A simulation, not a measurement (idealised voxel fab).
Process module heading - voxel self aligned vias
This is section cut - it's 295 nm across, gridded in 5 nm square cells.
Cross-section layout: square cells on a grid; listed as bands, top to bottom; a band spans one or more cell rows.
Each band's line starts with the height of the band's top and of its bottom, in nm. Then come its materials from left to right, each with its width in nm. One material with "edge to edge" fills the band from edge to edge. "air" is empty space.
Below 0: as-received wafer, all one material; heights counted from there. Lowest band: no bottom, goes on down, written "0 nm and below".
So if you see something like "30..40" for the width, read it as the top row of the band sitting at the first number and the bottom row at the second, with every row in between moving by the same amount as the last.
"no change", as given for a step, is the statement that not any cell of the cross-section underwent a change during that step.
Each empty space that has no open way to the top and spans at least 8 cells appears under "Fully closed voids" as width x height at distance, the distance counted from the left edge, all in nm.
Text after the settings on a step's line: the simulator's own remark on that step.
On any step carrying a mask, the "overlay nm" setting, if present on the step's line, tells how far right of its planned place the mask lay; negative values point to the left.

-- This section lists the process steps that were planned
| 1 | RECEIVE | material Si |
| 2 | CONFORMAL_DEP | material SiO2 | thk nm 10 |
| 3 | CONFORMAL_DEP | material SiCN | thk nm 5 |
| 4 | DIRECTIONAL_DEP | material lowk | thk nm 30 |
| 5 | DIRECTIONAL_DEP | material aC | thk nm 10 |
| 6 | PATTERN | tone open | mask id LINES | material resist | width nm 20 | pitch nm 55 | thk nm 25 | overlay nm 0 |
| 7 | DIRECTIONAL_ETCH | etch materials aC | depth nm 10 |
| 8 | STRIP | etch materials resist |
| 9 | DIRECTIONAL_ETCH | etch materials lowk | depth nm 30 |
| 10 | STRIP | etch materials aC |
| 11 | CONFORMAL_DEP | material TiN | thk nm 5 |
| 12 | FILL_DEP | material Ru | thk nm 5 |
| 13 | CMP | height nm 45 |
| 14 | SELECTIVE_ETCH | etch materials W Ru TiN | depth nm 5 |
| 15 | FILL_DEP | material SiN | thk nm 5 |
| 16 | CMP | height nm 45 |
| 17 | DIRECTIONAL_DEP | material lowk | thk nm 15 |
| 18 | DIRECTIONAL_DEP | material aC | thk nm 15 |
| 19 | PATTERN | tone open | mask id VIAS | material resist | width nm 30 | thk nm 30 | overlay nm 0 |
| 20 | DIRECTIONAL_ETCH | etch materials aC | depth nm 15 |
| 21 | STRIP | etch materials resist |
| 22 | DIRECTIONAL_ETCH | etch materials lowk | depth nm 15 |
| 23 | DIRECTIONAL_ETCH | etch materials SiN | depth nm 5 |
| 24 | STRIP | etch materials aC |
| 25 | CONFORMAL_DEP | material TiN | thk nm 5 |
| 26 | FILL_DEP | material Cu | thk nm 5 |
| 27 | CMP | height nm 60 |
| 28 | CONFORMAL_DEP | material SiN | thk nm 5 |

-- Wafer as received: cross-section following step 1
- 0 nm and below: Si edge to edge
- Fully closed voids: none

-- Starting wafer: above. Plan: above. Run: one mistake. Cross-section after the module: below
- 65 nm to 60 nm: SiN edge to edge
- 60 nm to 50 nm: lowk 110 nm; TiN 5 nm; Cu 20 nm; TiN 5 nm; lowk 155 nm
- 50 nm to 45 nm: lowk 110 nm; TiN 5 nm; Cu 10 nm; TiN 15 nm; lowk 155 nm
- 45 nm to 40 nm: lowk 110 nm; TiN 20 nm; lowk 35 nm; SiN 20 nm; lowk 110 nm
- 40 nm to 20 nm: lowk 110 nm; TiN 5 nm; Ru 10 nm; TiN 5 nm; lowk 35 nm; TiN 5 nm; Ru 10 nm; TiN 5 nm; lowk 110 nm
- 20 nm to 15 nm: lowk 110 nm; TiN 20 nm; lowk 35 nm; TiN 20 nm; lowk 110 nm
- 15 nm to 10 nm: SiCN edge to edge
- 10 nm to 0 nm: SiO2 edge to edge
- 0 nm and below: Si edge to edge
- Fully closed voids: none
What broke from the plan during processing? the process deviated at step 19: the operation and settings actually run there were PATTERN | tone open | mask id VIAS | material resist | width nm 30 | thk nm 30 | overlay nm 5
